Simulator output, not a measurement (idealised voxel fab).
process module | voxel plated lines
cross-section cut | 245 nm wide | cells 5 nm
A cross-section is a grid of square cells, given in bands from the top down. A band is one or more rows of cells.
Each band's line starts with the height of the band's top and of its bottom, in nm. Then come its materials from left to right, each with its width in nm. One material with "throughout" fills the band from edge to edge. "air" is empty space.
Height 0 is the level under which the wafer as received is all one material. The lowest band goes on downwards, as in "0 down".
A width such as "30 to 40" changes by the same amount from each row of cells to the next, from the band's top row to its bottom row.
"no change" after a step means that no cell of the cross-section changed.
closed voids: empty space of 8 cells or more with no open way to the top, each as width x height at its distance from the left edge, in nm
after a step's settings: what the simulator itself notes on the step
overlay nm, on a step with a mask: how far to the right of its planned place the mask lay; to the left if negative
plan
1 op RECEIVE | material Si
2 op CONFORMAL_DEP | material SiO2 | thk nm 10
3 op DIRECTIONAL_DEP | material TiN | thk nm 5
4 op PATTERN | tone open | mask id LINES | material resist | width nm 25 | pitch nm 55 | thk nm 15 | overlay nm 0
5 op EPI | material Ru | thk nm 10
6 op STRIP | etch materials resist
7 op DIRECTIONAL_ETCH | etch materials TiN | depth nm 5
8 op CONFORMAL_DEP | material SiCN | thk nm 10
as received, after step 1
  0 down: Si throughout
  closed voids: none
a wafer at the end: this start, this plan, one mistake
  25 to 15: SiCN throughout
  15 to 5: SiO2 throughout
  5 to 0: TiN throughout
  0 down: Si throughout
  closed voids: none
what went wrong: steps 2 and 3 were swapped
